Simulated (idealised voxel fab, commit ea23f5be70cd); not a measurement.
The process module presented herein is designated voxel spacer lines.
It is cross-section cut that appears here, measuring 155 nm in width, its square cells being 5 nm in size.
The cross-sections in this document take the form of a grid made of square cells. They are written out as bands, in order from top to bottom. Each band consists of one or more rows of cells.
Top, bottom (nm), then materials left to right with widths (nm); lone material tagged "all across" fills the whole band edge to edge; "empty" = empty space.
Ref level 0: as-received wafer is one material below here. Bottom band extends down with no lower bound ("0..down").
With a width like "30 to 40", each row of cells in the band differs from the next by the same amount, the top row carrying the first number and the bottom row the second.
Any step labelled "remained the same" changed none of the cells in the cross-section.
Heads up: "Enclosed void listing" only lists the empty pockets with no open path to the top that are 8 cells or more, and it writes them as width x height at distance, distance from the left edge, in nm.
Past the settings on a step's line: simulator remark, on that step.
overlay nm, on a step with a mask: how far to the right of its planned place the mask lay; to the left if negative

# The steps planned for the process are as follows
1 RECEIVE [material Si]
2 CONFORMAL_DEP [material Al2O3] [thk nm 5]
3 DIRECTIONAL_DEP [material W] [thk nm 20]
4 DIRECTIONAL_DEP [material polySi] [thk nm 25]
5 PATTERN [tone cover] [mask id MANDREL] [material resist] [width nm 15] [pitch nm 50] [thk nm 30] [overlay nm 0]
6 DIRECTIONAL_ETCH [etch materials polySi] [depth nm 25]
7 STRIP [etch materials resist]
8 CONFORMAL_DEP [material SiO2] [thk nm 10]
9 DIRECTIONAL_ETCH [etch materials SiO2] [depth nm 10]
10 STRIP [etch materials polySi]
11 DIRECTIONAL_ETCH [etch materials W] [depth nm 20]
12 STRIP [etch materials SiO2]
13 FILL_DEP [material SiO2] [thk nm 5]
14 CMP [height nm 25]

# Cross-section: wafer on arrival = after step 1
	0..down: Si all across
	Enclosed void listing: none

# Cross-sectional view of the first of the two wafers upon completion of the module, processed in accordance with the plan
	25..5: SiO2 (10)  W (10)  SiO2 (15)  W (10)  SiO2 (15)  W (10)  SiO2 (15)  W (10)  SiO2 (15)  W (10)  SiO2 (15)  W (10)  SiO2 (10)
	5..0: Al2O3 all across
	0..down: Si all across
	Enclosed void listing: none

# Second of two wafers, module complete, sectioned: it shares the first wafer's start and plan but was run with one mistake
	25..20: SiO2 all across
	20..0: SiO2 (10)  W (10)  SiO2 (15)  W (10)  SiO2 (15)  W (10)  SiO2 (15)  W (10)  SiO2 (15)  W (10)  SiO2 (15)  W (10)  SiO2 (10)
	0..down: Si all across
	Enclosed void listing: none
Short version of what went wrong: plan step 2 skipped
In the final state, the cell counts of the second wafer exceed or fall short of those of the first for the following materials: -31 Al2O3 | +31 SiO2
